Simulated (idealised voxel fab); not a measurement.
process module | voxel released beams
cross-section cut | 285 nm wide | cells 5 nm
A cross-section is a grid of square cells, given in bands from the top down. A band is one or more rows of cells.
Each band's line starts with the height of the band's top and of its bottom, in nm. Then come its materials from left to right, each with its width in nm. One material with "throughout" fills the band from edge to edge. "air" is empty space.
Height 0 is the level under which the wafer as received is all one material. The lowest band goes on downwards, as in "0 down".
A width such as "30 to 40" changes by the same amount from each row of cells to the next, from the band's top row to its bottom row.
"no change" after a step means that no cell of the cross-section changed.
closed voids: empty space of 8 cells or more with no open way to the top, each as width x height at its distance from the left edge, in nm
after a step's settings: what the simulator itself notes on the step
overlay nm, on a step with a mask: how far to the right of its planned place the mask lay; to the left if negative
plan
1 op RECEIVE | material Si
2 op CONFORMAL_DEP | material Al2O3 | thk nm 5
3 op DIRECTIONAL_DEP | material SiO2 | thk nm 20
4 op MASKED_ETCH | tone open | mask id ANCHOR | width nm 35 | etch materials SiO2 | depth nm 20 | overlay nm 0
5 op CONFORMAL_DEP | material polySi | thk nm 15
6 op MASKED_ETCH | tone cover | mask id BEAM | width nm 90 | etch materials polySi | depth nm 15 | overlay nm 0
7 op STRIP | etch materials SiO2
first wafer, as planned
as received, after step 1
  0 down: Si throughout
  closed voids: none
after step 2
  5 to 0: Al2O3 throughout
  below 0: unchanged
after step 3
  25 to 5: SiO2 throughout
  below 5: unchanged
after step 4
  25 to 5: SiO2 100 | air 35 | SiO2 150
  below 5: unchanged
after step 5
  40 to 25: polySi 115 | air 5 | polySi 165
  25 to 20: SiO2 100 | polySi 15 | air 5 | polySi 15 | SiO2 150
  20 to 5: SiO2 100 | polySi 35 | SiO2 150
  below 5: unchanged
after step 6
  40 to 25: air 95 | polySi 20 | air 5 | polySi 65 | air 100
  below 25: unchanged
after step 7
  40 to 25: air 95 | polySi 20 | air 5 | polySi 65 | air 100
  25 to 20: air 100 | polySi 15 | air 5 | polySi 15 | air 150
  20 to 5: air 100 | polySi 35 | air 150
  below 5: unchanged
second wafer: like start, like plan, one mistake. Through step 1 it matches the first wafer
when step 2 should have ended
  20 to 0: SiO2 throughout
  below 0: unchanged
when step 3 should have ended
  25 to 20: Al2O3 throughout
  below 20: unchanged
when step 4 should have ended: no change
when step 5 should have ended
  40 to 25: polySi throughout
  below 25: unchanged
when step 6 should have ended
  40 to 25: air 95 | polySi 90 | air 100
  below 25: unchanged
when step 7 should have ended: no change
what went wrong: steps 2 and 3 were swapped
at the end the second wafer has, in cells: 228 more of SiO2 | 24 fewer of polySi
